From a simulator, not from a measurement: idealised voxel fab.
Process module in this document: voxel wiring stack
Cross-section cut spans 275 nm and uses square cells 5 nm in size.
In what follows, cross-sections appear as grids of square cells, described through bands that run from the top down, where every band is one or more rows of cells. Look at the band entry: it leads with the top's height and the bottom's height in nm. Then it lists the materials left to right, with a width in nm for each. The word "full width" on a single material says that material fills the band edge to edge. The word "empty" is empty space. Convention: height 0 is the level below which the wafer, as received, is all one material. The lowest band does not terminate at the bottom but continues downward, represented as "z 0 and below". When a width is written as two numbers, as in "30->40", the first number is the width in the top row of cells of the band and the second is the width in its bottom row, and the width changes by the same amount from each row to the next. When a step is marked "remained unchanged", none of the cells in the cross-section changed during that step. The entry "Sealed-off cavities" lists the empty spaces that cover at least 8 cells and have no open path to the top. Each is written as width x height at distance, where the distance is measured from the left edge and all three values are in nm. On a step's line, text after the settings is the simulator commenting on that step. What "overlay nm" on a step's line means: if the step has a mask, that mask lay this far to the right of its planned place, or, when the value is negative, to the left.
Planned process steps:
| 1 | RECEIVE [material Si] |
| 2 | CONFORMAL_DEP [material SiO2] [thk nm 10] |
| 3 | DIRECTIONAL_DEP [material TiN] [thk nm 5] |
| 4 | DIRECTIONAL_DEP [material W] [thk nm 15] |
| 5 | DIRECTIONAL_DEP [material aC] [thk nm 15] |
| 6 | PATTERN [tone cover] [mask id METAL_1] [material resist] [width nm 30] [pitch nm 55] [thk nm 30] [overlay nm 0] |
| 7 | DIRECTIONAL_ETCH [etch materials aC] [depth nm 15] |
| 8 | STRIP [etch materials resist] |
| 9 | DIRECTIONAL_ETCH [etch materials W] [depth nm 15] |
| 10 | DIRECTIONAL_ETCH [etch materials TiN] [depth nm 5] |
| 11 | STRIP [etch materials aC] |
| 12 | CONFORMAL_DEP [material SiCN] [thk nm 5] |
| 13 | FILL_DEP [material SiO2] [thk nm 10] |
| 14 | CMP [height nm 30] |
| 15 | CONFORMAL_DEP [material SiCN] [thk nm 5] |
| 16 | DIRECTIONAL_DEP [material SiO2] [thk nm 20] |
| 17 | PATTERN [tone open] [mask id PLUG_1] [material resist] [width nm 15] [pitch nm 55] [thk nm 20] [overlay nm 0] |
| 18 | DIRECTIONAL_ETCH [etch materials SiO2] [depth nm 20] |
| 19 | DIRECTIONAL_ETCH [etch materials SiCN] [depth nm 5] |
| 20 | STRIP [etch materials resist] |
| 21 | EPI [material Ru] [thk nm 10] |
| 22 | EPI [material Ru] [thk nm 10] |
| 23 | EPI [material Ru] [thk nm 5] |
| 24 | DIRECTIONAL_DEP [material TiN] [thk nm 5] |
| 25 | DIRECTIONAL_DEP [material Ru] [thk nm 25] |
| 26 | DIRECTIONAL_DEP [material aC] [thk nm 15] |
| 27 | PATTERN [tone cover] [mask id METAL_2] [material resist] [width nm 30] [pitch nm 55] [thk nm 35] [overlay nm 0] |
| 28 | DIRECTIONAL_ETCH [etch materials aC] [depth nm 15] |
| 29 | STRIP [etch materials resist] |
| 30 | DIRECTIONAL_ETCH [etch materials Ru] [depth nm 25] |
| 31 | DIRECTIONAL_ETCH [etch materials TiN] [depth nm 5] |
| 32 | STRIP [etch materials aC] |
| 33 | FILL_DEP [material lowk] [thk nm 5] |
| 34 | CMP [height nm 85] |
| 35 | CONFORMAL_DEP [material SiCN] [thk nm 5] |
| 36 | DIRECTIONAL_DEP [material lowk] [thk nm 20] |
| 37 | PATTERN [tone open] [mask id PLUG_2] [material resist] [width nm 15] [pitch nm 110] [thk nm 20] [overlay nm 0] |
| 38 | DIRECTIONAL_ETCH [etch materials lowk] [depth nm 20] |
| 39 | DIRECTIONAL_ETCH [etch materials SiCN] [depth nm 5] |
| 40 | STRIP [etch materials resist] |
| 41 | CONFORMAL_DEP [material TiN] [thk nm 5] |
| 42 | FILL_DEP [material Ru] [thk nm 10] |
| 43 | CMP [height nm 110] |
| 44 | DIRECTIONAL_DEP [material TiN] [thk nm 5] |
| 45 | DIRECTIONAL_DEP [material Ru] [thk nm 15] |
| 46 | PATTERN [tone cover] [mask id METAL_3] [material resist] [width nm 30] [pitch nm 55] [thk nm 20] [overlay nm 0] |
| 47 | DIRECTIONAL_ETCH [etch materials Ru] [depth nm 15] |
| 48 | DIRECTIONAL_ETCH [etch materials TiN] [depth nm 5] |
| 49 | STRIP [etch materials resist] |
| 50 | CONFORMAL_DEP [material SiN] [thk nm 5] |
| 51 | FILL_DEP [material lowk] [thk nm 10] |
| 52 | CMP [height nm 130] |
| 53 | CONFORMAL_DEP [material SiCN] [thk nm 5] |
| 54 | DIRECTIONAL_DEP [material SiO2] [thk nm 30] |
| 55 | MASKED_ETCH [tone open] [mask id METAL_4] [width nm 30] [pitch nm 55] [etch materials SiO2] [depth nm 20] [overlay nm 0] |
| 56 | MASKED_ETCH [tone open] [mask id METAL_4_HOLES] [width nm 15] [pitch nm 55] [etch materials SiO2] [depth nm 10] [overlay nm 0] |
| 57 | MASKED_ETCH [tone open] [mask id METAL_4_HOLES] [width nm 15] [pitch nm 55] [etch materials SiCN] [depth nm 5] [overlay nm 0] |
| 58 | CONFORMAL_DEP [material TiN] [thk nm 5] |
| 59 | FILL_DEP [material Cu] [thk nm 5] |
| 60 | CMP [height nm 165] |
| 61 | CONFORMAL_DEP [material SiCN] [thk nm 5] |
Account of the first of two wafers, which was processed as intended:
So this is the incoming wafer in cross-section - it's already been through step 1:
- z 0 and below = Si full width
- Sealed-off cavities: none
After step 2, in cross-section:
- z 10 to 0 = SiO2 full width
- Nothing below the height 0 has changed.
After step 3, in cross-section:
- z 15 to 10 = TiN full width
- Nothing below the height 10 has changed.
After step 4, in cross-section:
- z 30 to 15 = W full width
- Nothing below the height 15 has changed.
After step 5, in cross-section:
- z 45 to 30 = aC full width
- Nothing below the height 30 has changed.
After step 6, in cross-section:
- z 75 to 45 = empty (65), then resist (30), then empty (25), then resist (30), then empty (25), then resist (30), then empty (70)
- Nothing below the height 45 has changed.
After step 7, in cross-section:
- z 60 to 45 = empty (65), then resist (30), then empty (25), then resist (30), then empty (25), then resist (30), then empty (70)
- z 45 to 30 = empty (65), then aC (30), then empty (25), then aC (30), then empty (25), then aC (30), then empty (70)
- Nothing below the height 30 has changed.
After step 8, in cross-section:
- z 45 to 30 = empty (65), then aC (30), then empty (25), then aC (30), then empty (25), then aC (30), then empty (70)
- Nothing below the height 30 has changed.
After step 9, in cross-section:
- z 45 to 30 = empty (65), then aC (30), then empty (25), then aC (30), then empty (25), then aC (30), then empty (70)
- z 30 to 15 = empty (65), then W (30), then empty (25), then W (30), then empty (25), then W (30), then empty (70)
- Nothing below the height 15 has changed.
After step 10, in cross-section:
- z 45 to 30 = empty (65), then aC (30), then empty (25), then aC (30), then empty (25), then aC (30), then empty (70)
- z 30 to 15 = empty (65), then W (30), then empty (25), then W (30), then empty (25), then W (30), then empty (70)
- z 15 to 10 = empty (65), then TiN (30), then empty (25), then TiN (30), then empty (25), then TiN (30), then empty (70)
- Nothing below the height 10 has changed.
After step 11, in cross-section:
- z 30 to 15 = empty (65), then W (30), then empty (25), then W (30), then empty (25), then W (30), then empty (70)
- Nothing below the height 15 has changed.
After step 12, in cross-section:
- z 35 to 30 = empty (60), then SiCN (40), then empty (15), then SiCN (40), then empty (15), then SiCN (40), then empty (65)
- z 30 to 15 = empty (60), then SiCN (5), then W (30), then SiCN (5), then empty (15), then SiCN (5), then W (30), then SiCN (5), then empty (15), then SiCN (5), then W (30), then SiCN (5), then empty (65)
- z 15 to 10 = SiCN (65), then TiN (30), then SiCN (25), then TiN (30), then SiCN (25), then TiN (30), then SiCN (70)
- Nothing below the height 10 has changed.
After step 13, in cross-section:
- z 45 to 35 = SiO2 full width
- z 35 to 30 = SiO2 (60), then SiCN (40), then SiO2 (15), then SiCN (40), then SiO2 (15), then SiCN (40), then SiO2 (65)
- z 30 to 15 = SiO2 (60), then SiCN (5), then W (30), then SiCN (5), then SiO2 (15), then SiCN (5), then W (30), then SiCN (5), then SiO2 (15), then SiCN (5), then W (30), then SiCN (5), then SiO2 (65)
- Nothing below the height 15 has changed.
After step 14, in cross-section:
- z 30 to 15 = SiO2 (60), then SiCN (5), then W (30), then SiCN (5), then SiO2 (15), then SiCN (5), then W (30), then SiCN (5), then SiO2 (15), then SiCN (5), then W (30), then SiCN (5), then SiO2 (65)
- Nothing below the height 15 has changed.
After step 15, in cross-section:
- z 35 to 30 = SiCN full width
- Nothing below the height 30 has changed.
After step 16, in cross-section:
- z 55 to 35 = SiO2 full width
- Nothing below the height 35 has changed.
After step 17, in cross-section:
- z 75 to 55 = resist (65), then empty (15), then resist (40), then empty (15), then resist (40), then empty (15), then resist (85)
- Nothing below the height 55 has changed.
After step 18, in cross-section:
- z 75 to 55 = resist (65), then empty (15), then resist (40), then empty (15), then resist (40), then empty (15), then resist (85)
- z 55 to 35 = SiO2 (65), then empty (15), then SiO2 (40), then empty (15), then SiO2 (40), then empty (15), then SiO2 (85)
- Nothing below the height 35 has changed.
After step 19, in cross-section:
- z 75 to 55 = resist (65), then empty (15), then resist (40), then empty (15), then resist (40), then empty (15), then resist (85)
- z 55 to 35 = SiO2 (65), then empty (15), then SiO2 (40), then empty (15), then SiO2 (40), then empty (15), then SiO2 (85)
- z 35 to 30 = SiCN (65), then empty (15), then SiCN (40), then empty (15), then SiCN (40), then empty (15), then SiCN (85)
- Nothing below the height 30 has changed.
After step 20, in cross-section:
- z 55 to 35 = SiO2 (65), then empty (15), then SiO2 (40), then empty (15), then SiO2 (40), then empty (15), then SiO2 (85)
- Nothing below the height 35 has changed.
After step 21, in cross-section:
- z 55 to 40 = SiO2 (65), then empty (15), then SiO2 (40), then empty (15), then SiO2 (40), then empty (15), then SiO2 (85)
- z 40 to 35 = SiO2 (65), then Ru (15), then SiO2 (40), then Ru (15), then SiO2 (40), then Ru (15), then SiO2 (85)
- z 35 to 30 = SiCN (65), then Ru (15), then SiCN (40), then Ru (15), then SiCN (40), then Ru (15), then SiCN (85)
- Nothing below the height 30 has changed.
After step 22, in cross-section:
- z 55 to 50 = SiO2 (65), then empty (15), then SiO2 (40), then empty (15), then SiO2 (40), then empty (15), then SiO2 (85)
- z 50 to 35 = SiO2 (65), then Ru (15), then SiO2 (40), then Ru (15), then SiO2 (40), then Ru (15), then SiO2 (85)
- Nothing below the height 35 has changed.
After step 23, in cross-section:
- z 55 to 35 = SiO2 (65), then Ru (15), then SiO2 (40), then Ru (15), then SiO2 (40), then Ru (15), then SiO2 (85)
- Nothing below the height 35 has changed.
After step 24, in cross-section:
- z 60 to 55 = TiN full width
- Nothing below the height 55 has changed.
After step 25, in cross-section:
- z 85 to 60 = Ru full width
- Nothing below the height 60 has changed.
After step 26, in cross-section:
- z 100 to 85 = aC full width
- Nothing below the height 85 has changed.
After step 27, in cross-section:
- z 135 to 100 = empty (65), then resist (30), then empty (25), then resist (30), then empty (25), then resist (30), then empty (70)
- Nothing below the height 100 has changed.
After step 28, in cross-section:
- z 120 to 100 = empty (65), then resist (30), then empty (25), then resist (30), then empty (25), then resist (30), then empty (70)
- z 100 to 85 = empty (65), then aC (30), then empty (25), then aC (30), then empty (25), then aC (30), then empty (70)
- Nothing below the height 85 has changed.
After step 29, in cross-section:
- z 100 to 85 = empty (65), then aC (30), then empty (25), then aC (30), then empty (25), then aC (30), then empty (70)
- Nothing below the height 85 has changed.
After step 30, in cross-section:
- z 100 to 85 = empty (65), then aC (30), then empty (25), then aC (30), then empty (25), then aC (30), then empty (70)
- z 85 to 60 = empty (65), then Ru (30), then empty (25), then Ru (30), then empty (25), then Ru (30), then empty (70)
- Nothing below the height 60 has changed.
After step 31, in cross-section:
- z 100 to 85 = empty (65), then aC (30), then empty (25), then aC (30), then empty (25), then aC (30), then empty (70)
- z 85 to 60 = empty (65), then Ru (30), then empty (25), then Ru (30), then empty (25), then Ru (30), then empty (70)
- z 60 to 55 = empty (65), then TiN (30), then empty (25), then TiN (30), then empty (25), then TiN (30), then empty (70)
- Nothing below the height 55 has changed.
After step 32, in cross-section:
- z 85 to 60 = empty (65), then Ru (30), then empty (25), then Ru (30), then empty (25), then Ru (30), then empty (70)
- Nothing below the height 60 has changed.
After step 33, in cross-section:
- z 90 to 85 = lowk full width
- z 85 to 60 = lowk (65), then Ru (30), then lowk (25), then Ru (30), then lowk (25), then Ru (30), then lowk (70)
- z 60 to 55 = lowk (65), then TiN (30), then lowk (25), then TiN (30), then lowk (25), then TiN (30), then lowk (70)
- Nothing below the height 55 has changed.
After step 34, in cross-section:
- z 85 to 60 = lowk (65), then Ru (30), then lowk (25), then Ru (30), then lowk (25), then Ru (30), then lowk (70)
- Nothing below the height 60 has changed.
After step 35, in cross-section:
- z 90 to 85 = SiCN full width
- Nothing below the height 85 has changed.
After step 36, in cross-section:
- z 110 to 90 = lowk full width
- Nothing below the height 90 has changed.
After step 37, in cross-section:
- z 130 to 110 = resist (65), then empty (15), then resist (95), then empty (15), then resist (85)
- Nothing below the height 110 has changed.
After step 38, in cross-section:
- z 130 to 110 = resist (65), then empty (15), then resist (95), then empty (15), then resist (85)
- z 110 to 90 = lowk (65), then empty (15), then lowk (95), then empty (15), then lowk (85)
- Nothing below the height 90 has changed.
After step 39, in cross-section:
- z 130 to 110 = resist (65), then empty (15), then resist (95), then empty (15), then resist (85)
- z 110 to 90 = lowk (65), then empty (15), then lowk (95), then empty (15), then lowk (85)
- z 90 to 85 = SiCN (65), then empty (15), then SiCN (95), then empty (15), then SiCN (85)
- Nothing below the height 85 has changed.
After step 40, in cross-section:
- z 110 to 90 = lowk (65), then empty (15), then lowk (95), then empty (15), then lowk (85)
- Nothing below the height 90 has changed.
After step 41, in cross-section:
- z 115 to 110 = TiN (70), then empty (5), then TiN (105), then empty (5), then TiN (90)
- z 110 to 90 = lowk (65), then TiN (5), then empty (5), then TiN (5), then lowk (95), then TiN (5), then empty (5), then TiN (5), then lowk (85)
- z 90 to 85 = SiCN (65), then TiN (15), then SiCN (95), then TiN (15), then SiCN (85)
- Nothing below the height 85 has changed.
After step 42, in cross-section:
- z 125 to 115 = Ru full width
- z 115 to 110 = TiN (70), then Ru (5), then TiN (105), then Ru (5), then TiN (90)
- z 110 to 90 = lowk (65), then TiN (5), then Ru (5), then TiN (5), then lowk (95), then TiN (5), then Ru (5), then TiN (5), then lowk (85)
- Nothing below the height 90 has changed.
After step 43, in cross-section:
- z 110 to 90 = lowk (65), then TiN (5), then Ru (5), then TiN (5), then lowk (95), then TiN (5), then Ru (5), then TiN (5), then lowk (85)
- Nothing below the height 90 has changed.
After step 44, in cross-section:
- z 115 to 110 = TiN full width
- Nothing below the height 110 has changed.
After step 45, in cross-section:
- z 130 to 115 = Ru full width
- Nothing below the height 115 has changed.
After step 46, in cross-section:
- z 150 to 130 = empty (65), then resist (30), then empty (25), then resist (30), then empty (25), then resist (30), then empty (70)
- Nothing below the height 130 has changed.
After step 47, in cross-section:
- z 150 to 130 = empty (65), then resist (30), then empty (25), then resist (30), then empty (25), then resist (30), then empty (70)
- z 130 to 115 = empty (65), then Ru (30), then empty (25), then Ru (30), then empty (25), then Ru (30), then empty (70)
- Nothing below the height 115 has changed.
After step 48, in cross-section:
- z 150 to 130 = empty (65), then resist (30), then empty (25), then resist (30), then empty (25), then resist (30), then empty (70)
- z 130 to 115 = empty (65), then Ru (30), then empty (25), then Ru (30), then empty (25), then Ru (30), then empty (70)
- z 115 to 110 = empty (65), then TiN (30), then empty (25), then TiN (30), then empty (25), then TiN (30), then empty (70)
- Nothing below the height 110 has changed.
After step 49, in cross-section:
- z 130 to 115 = empty (65), then Ru (30), then empty (25), then Ru (30), then empty (25), then Ru (30), then empty (70)
- Nothing below the height 115 has changed.
After step 50, in cross-section:
- z 135 to 130 = empty (60), then SiN (40), then empty (15), then SiN (40), then empty (15), then SiN (40), then empty (65)
- z 130 to 115 = empty (60), then SiN (5), then Ru (30), then SiN (5), then empty (15), then SiN (5), then Ru (30), then SiN (5), then empty (15), then SiN (5), then Ru (30), then SiN (5), then empty (65)
- z 115 to 110 = SiN (65), then TiN (30), then SiN (25), then TiN (30), then SiN (25), then TiN (30), then SiN (70)
- Nothing below the height 110 has changed.
After step 51, in cross-section:
- z 145 to 135 = lowk full width
- z 135 to 130 = lowk (60), then SiN (40), then lowk (15), then SiN (40), then lowk (15), then SiN (40), then lowk (65)
- z 130 to 115 = lowk (60), then SiN (5), then Ru (30), then SiN (5), then lowk (15), then SiN (5), then Ru (30), then SiN (5), then lowk (15), then SiN (5), then Ru (30), then SiN (5), then lowk (65)
- Nothing below the height 115 has changed.
After step 52, in cross-section:
- z 130 to 115 = lowk (60), then SiN (5), then Ru (30), then SiN (5), then lowk (15), then SiN (5), then Ru (30), then SiN (5), then lowk (15), then SiN (5), then Ru (30), then SiN (5), then lowk (65)
- Nothing below the height 115 has changed.
After step 53, in cross-section:
- z 135 to 130 = SiCN full width
- Nothing below the height 130 has changed.
After step 54, in cross-section:
- z 165 to 135 = SiO2 full width
- Nothing below the height 135 has changed.
After step 55, in cross-section:
- z 165 to 145 = SiO2 (65), then empty (30), then SiO2 (25), then empty (30), then SiO2 (25), then empty (30), then SiO2 (70)
- Nothing below the height 145 has changed.
After step 56, in cross-section:
- z 165 to 145 = SiO2 (65), then empty (30), then SiO2 (25), then empty (30), then SiO2 (25), then empty (30), then SiO2 (70)
- z 145 to 135 = SiO2 (65), then empty (15), then SiO2 (40), then empty (15), then SiO2 (40), then empty (15), then SiO2 (85)
- Nothing below the height 135 has changed.
After step 57, in cross-section:
- z 165 to 145 = SiO2 (65), then empty (30), then SiO2 (25), then empty (30), then SiO2 (25), then empty (30), then SiO2 (70)
- z 145 to 135 = SiO2 (65), then empty (15), then SiO2 (40), then empty (15), then SiO2 (40), then empty (15), then SiO2 (85)
- z 135 to 130 = SiCN (65), then empty (15), then SiCN (40), then empty (15), then SiCN (40), then empty (15), then SiCN (85)
- Nothing below the height 130 has changed.
After step 58, in cross-section:
- z 170 to 165 = TiN (70), then empty (20), then TiN (35), then empty (20), then TiN (35), then empty (20), then TiN (75)
- z 165 to 150 = SiO2 (65), then TiN (5), then empty (20), then TiN (5), then SiO2 (25), then TiN (5), then empty (20), then TiN (5), then SiO2 (25), then TiN (5), then empty (20), then TiN (5), then SiO2 (70)
- z 150 to 145 = SiO2 (65), then TiN (5), then empty (5), then TiN (20), then SiO2 (25), then TiN (5), then empty (5), then TiN (20), then SiO2 (25), then TiN (5), then empty (5), then TiN (20), then SiO2 (70)
- z 145 to 135 = SiO2 (65), then TiN (5), then empty (5), then TiN (5), then SiO2 (40), then TiN (5), then empty (5), then TiN (5), then SiO2 (40), then TiN (5), then empty (5), then TiN (5), then SiO2 (85)
- z 135 to 130 = SiCN (65), then TiN (15), then SiCN (40), then TiN (15), then SiCN (40), then TiN (15), then SiCN (85)
- Nothing below the height 130 has changed.
After step 59, in cross-section:
- z 175 to 170 = Cu full width
- z 170 to 165 = TiN (70), then Cu (20), then TiN (35), then Cu (20), then TiN (35), then Cu (20), then TiN (75)
- z 165 to 150 = SiO2 (65), then TiN (5), then Cu (20), then TiN (5), then SiO2 (25), then TiN (5), then Cu (20), then TiN (5), then SiO2 (25), then TiN (5), then Cu (20), then TiN (5), then SiO2 (70)
- z 150 to 145 = SiO2 (65), then TiN (5), then Cu (5), then TiN (20), then SiO2 (25), then TiN (5), then Cu (5), then TiN (20), then SiO2 (25), then TiN (5), then Cu (5), then TiN (20), then SiO2 (70)
- z 145 to 135 = SiO2 (65), then TiN (5), then Cu (5), then TiN (5), then SiO2 (40), then TiN (5), then Cu (5), then TiN (5), then SiO2 (40), then TiN (5), then Cu (5), then TiN (5), then SiO2 (85)
- Nothing below the height 135 has changed.
After step 60, in cross-section:
- z 165 to 150 = SiO2 (65), then TiN (5), then Cu (20), then TiN (5), then SiO2 (25), then TiN (5), then Cu (20), then TiN (5), then SiO2 (25), then TiN (5), then Cu (20), then TiN (5), then SiO2 (70)
- Nothing below the height 150 has changed.
After step 61, in cross-section:
- z 170 to 165 = SiCN full width
- Nothing below the height 165 has changed.
Second wafer, same starting state and plan as the first, one mistake in the run, identical through step 51:
Second wafer, cross-section, planned end of step 52:
- z 135 to 130 = lowk (60), then SiN (40), then lowk (15), then SiN (40), then lowk (15), then SiN (40), then lowk (65)
- Nothing below the height 130 has changed.
Second wafer, cross-section, planned end of step 53:
- z 140 to 135 = SiCN full width
- Nothing below the height 135 has changed.
Second wafer, cross-section, planned end of step 54:
- z 170 to 140 = SiO2 full width
- Nothing below the height 140 has changed.
Second wafer, cross-section, planned end of step 55:
- z 170 to 150 = SiO2 (65), then empty (30), then SiO2 (25), then empty (30), then SiO2 (25), then empty (30), then SiO2 (70)
- Nothing below the height 150 has changed.
Second wafer, cross-section, planned end of step 56:
- z 170 to 150 = SiO2 (65), then empty (30), then SiO2 (25), then empty (30), then SiO2 (25), then empty (30), then SiO2 (70)
- z 150 to 140 = SiO2 (65), then empty (15), then SiO2 (40), then empty (15), then SiO2 (40), then empty (15), then SiO2 (85)
- Nothing below the height 140 has changed.
Second wafer, cross-section, planned end of step 57:
- z 170 to 150 = SiO2 (65), then empty (30), then SiO2 (25), then empty (30), then SiO2 (25), then empty (30), then SiO2 (70)
- z 150 to 140 = SiO2 (65), then empty (15), then SiO2 (40), then empty (15), then SiO2 (40), then empty (15), then SiO2 (85)
- z 140 to 135 = SiCN (65), then empty (15), then SiCN (40), then empty (15), then SiCN (40), then empty (15), then SiCN (85)
- Nothing below the height 135 has changed.
Second wafer, cross-section, planned end of step 58:
- z 175 to 170 = TiN (70), then empty (20), then TiN (35), then empty (20), then TiN (35), then empty (20), then TiN (75)
- z 170 to 155 = SiO2 (65), then TiN (5), then empty (20), then TiN (5), then SiO2 (25), then TiN (5), then empty (20), then TiN (5), then SiO2 (25), then TiN (5), then empty (20), then TiN (5), then SiO2 (70)
- z 155 to 150 = SiO2 (65), then TiN (5), then empty (5), then TiN (20), then SiO2 (25), then TiN (5), then empty (5), then TiN (20), then SiO2 (25), then TiN (5), then empty (5), then TiN (20), then SiO2 (70)
- z 150 to 140 = SiO2 (65), then TiN (5), then empty (5), then TiN (5), then SiO2 (40), then TiN (5), then empty (5), then TiN (5), then SiO2 (40), then TiN (5), then empty (5), then TiN (5), then SiO2 (85)
- z 140 to 135 = SiCN (65), then TiN (15), then SiCN (40), then TiN (15), then SiCN (40), then TiN (15), then SiCN (85)
- Nothing below the height 135 has changed.
Second wafer, cross-section, planned end of step 59:
- z 180 to 175 = Cu full width
- z 175 to 170 = TiN (70), then Cu (20), then TiN (35), then Cu (20), then TiN (35), then Cu (20), then TiN (75)
- z 170 to 155 = SiO2 (65), then TiN (5), then Cu (20), then TiN (5), then SiO2 (25), then TiN (5), then Cu (20), then TiN (5), then SiO2 (25), then TiN (5), then Cu (20), then TiN (5), then SiO2 (70)
- z 155 to 150 = SiO2 (65), then TiN (5), then Cu (5), then TiN (20), then SiO2 (25), then TiN (5), then Cu (5), then TiN (20), then SiO2 (25), then TiN (5), then Cu (5), then TiN (20), then SiO2 (70)
- z 150 to 140 = SiO2 (65), then TiN (5), then Cu (5), then TiN (5), then SiO2 (40), then TiN (5), then Cu (5), then TiN (5), then SiO2 (40), then TiN (5), then Cu (5), then TiN (5), then SiO2 (85)
- Nothing below the height 140 has changed.
Second wafer, cross-section, planned end of step 60:
- z 165 to 155 = SiO2 (65), then TiN (5), then Cu (20), then TiN (5), then SiO2 (25), then TiN (5), then Cu (20), then TiN (5), then SiO2 (25), then TiN (5), then Cu (20), then TiN (5), then SiO2 (70)
- Nothing below the height 155 has changed.
Second wafer, cross-section, planned end of step 61:
- z 170 to 165 = SiCN full width
- Nothing below the height 165 has changed.
Plan not followed: step 52 ran differently from the plan; actual operation with settings: CMP [height nm 135]
End of process, cell counts, second wafer against first, materials with more or fewer: Cu -12; SiN +24; SiO2 -37; TiN -6; lowk +31
